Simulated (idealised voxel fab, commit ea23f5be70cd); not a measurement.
process module | voxel self aligned vias
cross-section cut | 220 nm wide | cells 5 nm
A cross-section is a grid of square cells, given in bands from the top down. A band is one or more rows of cells.
Each band's line starts with the height of the band's top and of its bottom, in nm. Then come its materials from left to right, each with its width in nm. One material with "throughout" fills the band from edge to edge. "air" is empty space.
Height 0 is the level under which the wafer as received is all one material. The lowest band goes on downwards, as in "0 down".
A width such as "30 to 40" changes by the same amount from each row of cells to the next, from the band's top row to its bottom row.
"no change" after a step means that no cell of the cross-section changed.
closed voids: empty space of 8 cells or more with no open way to the top, each as width x height at its distance from the left edge, in nm
after a step's settings: what the simulator itself notes on the step
overlay nm, on a step with a mask: how far to the right of its planned place the mask lay; to the left if negative
plan
1 op RECEIVE | material Si
2 op CONFORMAL_DEP | material SiO2 | thk nm 15
3 op CONFORMAL_DEP | material SiCN | thk nm 5
4 op DIRECTIONAL_DEP | material lowk | thk nm 20
5 op DIRECTIONAL_DEP | material aC | thk nm 10
6 op PATTERN | tone open | mask id LINES | material resist | width nm 25 | pitch nm 55 | thk nm 25 | overlay nm 0
7 op DIRECTIONAL_ETCH | etch materials aC | depth nm 10
8 op STRIP | etch materials resist
9 op DIRECTIONAL_ETCH | etch materials lowk | depth nm 20
10 op STRIP | etch materials aC
11 op CONFORMAL_DEP | material TiN | thk nm 5
12 op FILL_DEP | material W | thk nm 10
13 op CMP | height nm 40
14 op SELECTIVE_ETCH | etch materials W Ru TiN | depth nm 5
15 op FILL_DEP | material SiN | thk nm 10
16 op CMP | height nm 40
17 op DIRECTIONAL_DEP | material lowk | thk nm 20
18 op PATTERN | tone open | mask id VIAS | material resist | width nm 35 | pitch nm 110 | thk nm 15 | overlay nm 0
19 op DIRECTIONAL_ETCH | etch materials lowk | depth nm 20
20 op DIRECTIONAL_ETCH | etch materials SiN | depth nm 5
21 op STRIP | etch materials resist
22 op CONFORMAL_DEP | material TiN | thk nm 5
23 op FILL_DEP | material Cu | thk nm 10
24 op CMP | height nm 60
25 op CONFORMAL_DEP | material SiN | thk nm 5
as received, after step 1
  0 down: Si throughout
  closed voids: none
a wafer at the end: this start, this plan, one mistake
  65 to 60: SiN throughout
  60 to 40: lowk 35 | TiN 5 | Cu 25 | TiN 5 | lowk 75 | TiN 5 | Cu 25 | TiN 5 | lowk 40
  40 to 35: SiN 35 | TiN 35 | SiN 75 | TiN 35 | SiN 40
  35 to 20: lowk 40 | TiN 5 | W 15 | TiN 5 | lowk 30 | TiN 5 | W 15 | TiN 5 | lowk 30 | TiN 5 | W 15 | TiN 5 | lowk 45
  20 to 15: lowk 40 | TiN 25 | lowk 30 | TiN 25 | lowk 30 | TiN 25 | lowk 45
  15 to 0: SiO2 throughout
  0 down: Si throughout
  closed voids: none
what went wrong: step 3 was left out
